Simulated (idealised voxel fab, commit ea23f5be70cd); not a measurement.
Name of the process module below: voxel wiring stack
Each square cell in cross-section cut measures 5 nm, and the section as a whole is 155 nm wide.
Bands, listed from the top down, are how a cross-section gets written in this document; the cross-section itself is a grid of square cells, and a band is one or more rows of them. The entry gives the band's vertical extent as a top height and a bottom height in nm, then its horizontal make-up as materials from left to right, each with a width in nm. "empty" stands for empty space; a single material marked "edge to edge" fills the band edge to edge. Heights from 0 (as-received wafer is one material below). Bottom band endless downward, as "0 and below". You'd read "30->40" like this: the band's top row of cells is as wide as the first number, its bottom row is as wide as the second, and going down, every row changes width by the same amount as the row before did. Where the words "changes: none" appear for a step, the cross-section shows no cell changed by that step; every cell remained as before. The entry "Closed void listing" lists the empty spaces that cover at least 8 cells and have no open path to the top. Each is written as width x height at distance, where the distance is measured from the left edge and all three values are in nm. That trailing text on a step's line, after the settings, is the simulator's own remark on the step. Regarding "overlay nm": on a step with a mask, it is the distance the mask lay to the right of its planned place; a negative value places it to the left.

# These are the steps we planned for the process
step 1: op RECEIVE | material Si
step 2: op CONFORMAL_DEP | material SiO2 | thk nm 10
step 3: op DIRECTIONAL_DEP | material TiN | thk nm 5
step 4: op DIRECTIONAL_DEP | material Ru | thk nm 25
step 5: op DIRECTIONAL_DEP | material aC | thk nm 15
step 6: op PATTERN | tone cover | mask id METAL_1 | material resist | width nm 15 | pitch nm 50 | thk nm 35 | overlay nm 0
step 7: op DIRECTIONAL_ETCH | etch materials aC | depth nm 15
step 8: op STRIP | etch materials resist
step 9: op DIRECTIONAL_ETCH | etch materials Ru | depth nm 25
step 10: op DIRECTIONAL_ETCH | etch materials TiN | depth nm 5
step 11: op STRIP | etch materials aC
step 12: op CONFORMAL_DEP | material SiCN | thk nm 5
step 13: op FILL_DEP | material SiO2 | thk nm 10
step 14: op CMP | height nm 40
step 15: op CONFORMAL_DEP | material SiCN | thk nm 5
step 16: op DIRECTIONAL_DEP | material SiO2 | thk nm 30
step 17: op MASKED_ETCH | tone open | mask id METAL_2 | width nm 20 | pitch nm 50 | etch materials SiO2 | depth nm 20 | overlay nm 0
step 18: op PATTERN | tone open | mask id METAL_2_HOLES | material resist | width nm 15 | pitch nm 100 | thk nm 20 | overlay nm 0
step 19: op DIRECTIONAL_ETCH | etch materials SiO2 | depth nm 10
step 20: op DIRECTIONAL_ETCH | etch materials SiCN | depth nm 5
step 21: op STRIP | etch materials resist
step 22: op CONFORMAL_DEP | material TiN | thk nm 5
step 23: op FILL_DEP | material Cu | thk nm 10
step 24: op CMP | height nm 75
step 25: op CONFORMAL_DEP | material SiCN | thk nm 5
The wafers in this document start out alike and differ in the width nm applied at step 6; the plan shows the value used for the first wafer.

# Received wafers, first of several: cross-section after step 1
	0 and below  Si edge to edge
	Closed void listing: none

# Last step of the module is step 25; after it, the first of several wafers in cross-section
	80 down to 75  SiCN edge to edge
	75 down to 60  15 SiO2  5 TiN  10 Cu  5 TiN  30 SiO2  5 TiN  10 Cu  5 TiN  30 SiO2  5 TiN  10 Cu  5 TiN  20 SiO2
	60 down to 55  15 SiO2  5 TiN  5 Cu  10 TiN  30 SiO2  20 TiN  30 SiO2  5 TiN  5 Cu  10 TiN  20 SiO2
	55 down to 45  15 SiO2  5 TiN  5 Cu  5 TiN  85 SiO2  5 TiN  5 Cu  5 TiN  25 SiO2
	45 down to 40  15 SiCN  15 TiN  85 SiCN  15 TiN  25 SiCN
	40 down to 15  15 SiO2  5 SiCN  15 Ru  5 SiCN  25 SiO2  5 SiCN  15 Ru  5 SiCN  25 SiO2  5 SiCN  15 Ru  5 SiCN  15 SiO2
	15 down to 10  20 SiCN  15 TiN  35 SiCN  15 TiN  35 SiCN  15 TiN  20 SiCN
	10 down to 0  SiO2 edge to edge
	0 and below  Si edge to edge
	Closed void listing: none

# Wafer cross-section (last wafer, module end)
	80 down to 75  SiCN edge to edge
	75 down to 60  15 SiO2  5 TiN  10 Cu  5 TiN  30 SiO2  5 TiN  10 Cu  5 TiN  30 SiO2  5 TiN  10 Cu  5 TiN  20 SiO2
	60 down to 55  15 SiO2  5 TiN  5 Cu  10 TiN  30 SiO2  20 TiN  30 SiO2  5 TiN  5 Cu  10 TiN  20 SiO2
	55 down to 45  15 SiO2  5 TiN  5 Cu  5 TiN  85 SiO2  5 TiN  5 Cu  5 TiN  25 SiO2
	45 down to 40  15 SiCN  15 TiN  85 SiCN  15 TiN  25 SiCN
	40 down to 15  10 SiO2  5 SiCN  25 Ru  5 SiCN  15 SiO2  5 SiCN  25 Ru  5 SiCN  15 SiO2  5 SiCN  25 Ru  5 SiCN  10 SiO2
	15 down to 10  15 SiCN  25 TiN  25 SiCN  25 TiN  25 SiCN  25 TiN  15 SiCN
	10 down to 0  SiO2 edge to edge
	0 and below  Si edge to edge
	Closed void listing: none

# The rows of the table below are wafers. Looking at the end of the module, a row counts, for every material, the cells the wafer has gained, shown as (+), or lost, shown as (-), since it was received; its closed voids come next
width nm 15, +24 Cu, +45 Ru, +108 SiCN, +268 SiO2, +51 TiN, Closed void listing: none
width nm 20, +24 Cu, +60 Ru, +105 SiCN, +253 SiO2, +54 TiN, Closed void listing: none
width nm 25, +24 Cu, +75 Ru, +102 SiCN, +238 SiO2, +57 TiN, Closed void listing: none
